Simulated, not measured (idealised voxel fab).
This is a process module. Its name is voxel self aligned vias.
Shown is cross-section cut, with a width of 295 nm and square cells of size 5 nm.
Cross-section spec: square-cell grid; bands listed top down; each band is one or more rows.
For a band, the entry starts with two heights in nm, that of the top and then that of the bottom, and carries on with the band's materials in order from left to right, each alongside its width in nm; the word "full width" beside a single material means it fills the band edge to edge, and "air" means empty space.
Heights from 0 (as-received wafer is one material below). Bottom band endless downward, as "0 down".
You'd read "30 to 40" like this: the band's top row of cells is as wide as the first number, its bottom row is as wide as the second, and going down, every row changes width by the same amount as the row before did.
For the purposes of this document, the phrase "no modifications" attached to a step denotes that no cell within the cross-section was modified by that step.
"Closed void table" contains a list of empty spaces, each no smaller than 8 cells and without an open way to the top, written in the form width x height at distance with the distance from the left edge and all three in nm.
after a step's settings: what the simulator itself notes on the step
The line of a step may include "overlay nm". On a step with a mask, this value is how far to the right of its planned place the mask lay. A negative value means the mask lay to the left.

### The process steps that were planned are listed below
- 1: RECEIVE | material Si
- 2: CONFORMAL_DEP | material SiO2 | thk nm 15
- 3: CONFORMAL_DEP | material SiCN | thk nm 5
- 4: DIRECTIONAL_DEP | material SiO2 | thk nm 30
- 5: PATTERN | tone open | mask id LINES | material resist | width nm 25 | pitch nm 60 | thk nm 20 | overlay nm 0
- 6: DIRECTIONAL_ETCH | etch materials SiO2 | depth nm 30
- 7: STRIP | etch materials resist
- 8: CONFORMAL_DEP | material TiN | thk nm 5
- 9: FILL_DEP | material W | thk nm 10
- 10: CMP | height nm 50
- 11: SELECTIVE_ETCH | etch materials W Ru TiN | depth nm 5
- 12: FILL_DEP | material SiN | thk nm 10
- 13: CMP | height nm 50
- 14: DIRECTIONAL_DEP | material SiO2 | thk nm 15
- 15: DIRECTIONAL_DEP | material aC | thk nm 15
- 16: PATTERN | tone open | mask id VIAS | material resist | width nm 35 | pitch nm 60 | thk nm 30 | overlay nm 0
- 17: DIRECTIONAL_ETCH | etch materials aC | depth nm 15
- 18: STRIP | etch materials resist
- 19: DIRECTIONAL_ETCH | etch materials SiO2 | depth nm 15
- 20: DIRECTIONAL_ETCH | etch materials SiN | depth nm 5
- 21: STRIP | etch materials aC
- 22: CONFORMAL_DEP | material TiN | thk nm 5
- 23: FILL_DEP | material Cu | thk nm 10
- 24: CMP | height nm 65
- 25: CONFORMAL_DEP | material SiN | thk nm 5

### Cross-section of the wafer upon arrival, representing the state reached after step 1
* 0 down  Si full width
* Closed void table: none

### Cross-section: first of two wafers, module finished, run according to plan
* 70 to 65  SiN full width
* 65 to 55  SiO2 70  TiN 5  Cu 25  TiN 5  SiO2 25  TiN 5  Cu 25  TiN 5  SiO2 25  TiN 5  Cu 25  TiN 5  SiO2 70
* 55 to 50  SiO2 70  TiN 10  Cu 15  TiN 10  SiO2 25  TiN 10  Cu 15  TiN 10  SiO2 25  TiN 10  Cu 15  TiN 10  SiO2 70
* 50 to 45  SiO2 75  TiN 25  SiO2 35  TiN 25  SiO2 35  TiN 25  SiO2 75
* 45 to 25  SiO2 75  TiN 5  W 15  TiN 5  SiO2 35  TiN 5  W 15  TiN 5  SiO2 35  TiN 5  W 15  TiN 5  SiO2 75
* 25 to 20  SiO2 75  TiN 25  SiO2 35  TiN 25  SiO2 35  TiN 25  SiO2 75
* 20 to 15  SiCN full width
* 15 to 0  SiO2 full width
* 0 down  Si full width
* Closed void table: none

### Now the second wafer, cross-sectioned at the end of the module. Nothing different at the start, nothing different in the plan compared with the first, just one mistake when it was actually run
* 70 to 65  SiN full width
* 65 to 55  SiO2 70  TiN 5  Cu 25  TiN 5  SiO2 25  TiN 5  Cu 25  TiN 5  SiO2 25  TiN 5  Cu 25  TiN 5  SiO2 70
* 55 to 50  SiO2 70  TiN 10  Cu 15  TiN 10  SiO2 25  TiN 10  Cu 15  TiN 10  SiO2 25  TiN 10  Cu 15  TiN 10  SiO2 70
* 50 to 45  SiO2 75  TiN 25  SiO2 35  TiN 25  SiO2 35  TiN 25  SiO2 75
* 45 to 40  SiO2 75  TiN 5  W 15  TiN 5  SiO2 35  TiN 5  W 15  TiN 5  SiO2 35  TiN 5  W 15  TiN 5  SiO2 75
* 40 to 35  SiO2 75  TiN 25  SiO2 35  TiN 25  SiO2 35  TiN 25  SiO2 75
* 35 to 30  SiCN full width
* 30 to 0  SiO2 full width
* 0 down  Si full width
* Closed void table: none
Which mistake was made when the wafer was run? step 2 was run twice
Final wafer comparison in cells, second versus first, more or fewer per material: +45 SiO2; -18 TiN; -27 W
